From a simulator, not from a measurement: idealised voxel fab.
process module | voxel released beams
Displayed cross-section: cut, width of 245 nm, square cells sized 5 nm.
Just so we're on the same page, the cross-sections are grids of square cells, and they're listed out in bands top to bottom, each band one or more rows deep.
The entry gives the band's vertical extent as a top height and a bottom height in nm, then its horizontal make-up as materials from left to right, each with a width in nm. "air" stands for empty space; a single material marked "edge to edge" fills the band edge to edge.
The level at which height equals 0 is the one under which the wafer, as it arrives, is entirely one material. No lower edge exists for the bottom band, which continues downward and is notated as in "0..down".
It should be noted that a width expressed as "30..40" varies in equal increments from row to row of cells within the band, taking the value of the first number at the top row and that of the second number at the bottom row.
For the purposes of this document, the phrase "remained unchanged" attached to a step denotes that no cell within the cross-section was modified by that step.
Each empty space that has no open way to the top and spans at least 8 cells appears under "Closed empty spaces" as width x height at distance, the distance counted from the left edge, all in nm.
The remark found on a step's line after its settings is issued by the simulator itself and pertains to that step.
The setting "overlay nm" may be written on the line of a step. When the step uses a mask, the value reports how far to the right of the planned place the mask lay, and a negative value reports that it lay to the left.

The steps planned for the process are as follows:
step 1: RECEIVE [material Si]
step 2: CONFORMAL_DEP [material Al2O3] [thk nm 5]
step 3: DIRECTIONAL_DEP [material SiO2] [thk nm 15]
step 4: DIRECTIONAL_DEP [material aC] [thk nm 10]
step 5: PATTERN [tone open] [mask id ANCHOR] [material resist] [width nm 25] [thk nm 30] [overlay nm 0]
step 6: DIRECTIONAL_ETCH [etch materials aC] [depth nm 10]
step 7: STRIP [etch materials resist]
step 8: DIRECTIONAL_ETCH [etch materials SiO2] [depth nm 15]
step 9: STRIP [etch materials aC]
step 10: CONFORMAL_DEP [material polySi] [thk nm 10]
step 11: DIRECTIONAL_DEP [material aC] [thk nm 15]
step 12: PATTERN [tone cover] [mask id BEAM] [material resist] [width nm 80] [thk nm 30] [overlay nm 0]
step 13: DIRECTIONAL_ETCH [etch materials aC] [depth nm 15]
step 14: STRIP [etch materials resist]
step 15: DIRECTIONAL_ETCH [etch materials polySi] [depth nm 10]
step 16: STRIP [etch materials aC]
step 17: STRIP [etch materials SiO2]

First of two wafers: run as planned:

Wafer at receipt (post step 1), cross-section:
	0..down | Si edge to edge
	Closed empty spaces: none

After step 2:
	5..0 | Al2O3 edge to edge
	Note: structure below 0 unchanged.

After step 3:
	20..5 | SiO2 edge to edge
	Note: structure below 5 unchanged.

After step 4:
	30..20 | aC edge to edge
	Note: structure below 20 unchanged.

After step 5:
	60..30 | resist=85, air=25, resist=135
	Note: structure below 30 unchanged.

After step 6:
	50..30 | resist=85, air=25, resist=135
	30..20 | aC=85, air=25, aC=135
	Note: structure below 20 unchanged.

After step 7:
	30..20 | aC=85, air=25, aC=135
	Note: structure below 20 unchanged.

After step 8:
	30..20 | aC=85, air=25, aC=135
	20..5 | SiO2=85, air=25, SiO2=135
	Note: structure below 5 unchanged.

After step 9:
	20..5 | SiO2=85, air=25, SiO2=135
	Note: structure below 5 unchanged.

After step 10:
	30..20 | polySi=95, air=5, polySi=145
	20..15 | SiO2=85, polySi=10, air=5, polySi=10, SiO2=135
	15..5 | SiO2=85, polySi=25, SiO2=135
	Note: structure below 5 unchanged.

After step 11:
	45..30 | aC=95, air=5, aC=145
	30..20 | polySi=95, aC=5, polySi=145
	20..15 | SiO2=85, polySi=10, aC=5, polySi=10, SiO2=135
	Note: structure below 15 unchanged.

After step 12:
	75..45 | air=80, resist=80, air=85
	45..30 | aC=95, resist=5, aC=145
	Note: structure below 30 unchanged.

After step 13:
	60..45 | air=80, resist=80, air=85
	45..30 | air=80, aC=15, resist=5, aC=60, air=85
	Note: structure below 30 unchanged.

After step 14:
	45..30 | air=80, aC=15, air=5, aC=60, air=85
	Note: structure below 30 unchanged.

After step 15:
	45..30 | air=80, aC=15, air=5, aC=60, air=85
	30..20 | air=80, polySi=15, aC=5, polySi=60, air=85
	Note: structure below 20 unchanged.

After step 16:
	30..20 | air=80, polySi=15, air=5, polySi=60, air=85
	20..15 | SiO2=85, polySi=10, air=5, polySi=10, SiO2=135
	Note: structure below 15 unchanged.

After step 17:
	30..20 | air=80, polySi=15, air=5, polySi=60, air=85
	20..15 | air=85, polySi=10, air=5, polySi=10, air=135
	15..5 | air=85, polySi=25, air=135
	Note: structure below 5 unchanged.

Second wafer, same starting conditions and recipe as the first, one mistake in executing it, nothing differs from the first up to and including step 4:

Look at the second wafer in cross-section at the time step 5 ought to have finished:
	60..30 | air=85, resist=25, air=135
	Note: structure below 30 unchanged.

Look at the second wafer in cross-section at the time step 6 ought to have finished:
	50..30 | air=85, resist=25, air=135
	30..20 | air=85, aC=25, air=135
	Note: structure below 20 unchanged.

Look at the second wafer in cross-section at the time step 7 ought to have finished:
	30..20 | air=85, aC=25, air=135
	Note: structure below 20 unchanged.

Look at the second wafer in cross-section at the time step 8 ought to have finished:
	30..20 | air=85, aC=25, air=135
	20..5 | air=85, SiO2=25, air=135
	Note: structure below 5 unchanged.

Look at the second wafer in cross-section at the time step 9 ought to have finished:
	20..5 | air=85, SiO2=25, air=135
	Note: structure below 5 unchanged.

Look at the second wafer in cross-section at the time step 10 ought to have finished:
	30..20 | air=75, polySi=45, air=125
	20..15 | air=75, polySi=10, SiO2=25, polySi=10, air=125
	15..5 | polySi=85, SiO2=25, polySi=135
	Note: structure below 5 unchanged.

Look at the second wafer in cross-section at the time step 11 ought to have finished:
	45..30 | air=75, aC=45, air=125
	30..20 | aC=75, polySi=45, aC=125
	20..15 | aC=75, polySi=10, SiO2=25, polySi=10, aC=125
	Note: structure below 15 unchanged.

Look at the second wafer in cross-section at the time step 12 ought to have finished:
	75..45 | air=80, resist=80, air=85
	45..30 | air=75, aC=45, resist=40, air=85
	Note: structure below 30 unchanged.

Look at the second wafer in cross-section at the time step 13 ought to have finished:
	60..45 | air=80, resist=80, air=85
	45..30 | air=80, aC=40, resist=40, air=85
	30..20 | air=75, polySi=45, aC=40, air=85
	20..15 | air=75, polySi=10, SiO2=25, polySi=10, aC=40, air=85
	Note: structure below 15 unchanged.

Look at the second wafer in cross-section at the time step 14 ought to have finished:
	45..30 | air=80, aC=40, air=125
	Note: structure below 30 unchanged.

Look at the second wafer in cross-section at the time step 15 ought to have finished:
	45..30 | air=80, aC=40, air=125
	30..20 | air=80, polySi=40, aC=40, air=85
	20..15 | air=75, polySi=10, SiO2=25, polySi=10, aC=40, air=85
	15..5 | air=75, polySi=10, SiO2=25, polySi=50, air=85
	Note: structure below 5 unchanged.

Look at the second wafer in cross-section at the time step 16 ought to have finished:
	30..20 | air=80, polySi=40, air=125
	20..15 | air=75, polySi=10, SiO2=25, polySi=10, air=125
	Note: structure below 15 unchanged.

Look at the second wafer in cross-section at the time step 17 ought to have finished: remained unchanged
Nonconformance to the process plan: step 5 ran as: PATTERN [tone cover] [mask id ANCHOR] [material resist] [width nm 25] [thk nm 30] [overlay nm 0]
It is noted that, at the conclusion of processing, the second wafer exhibits a higher or lower cell count for certain materials relative to the first: SiO2: 15 more
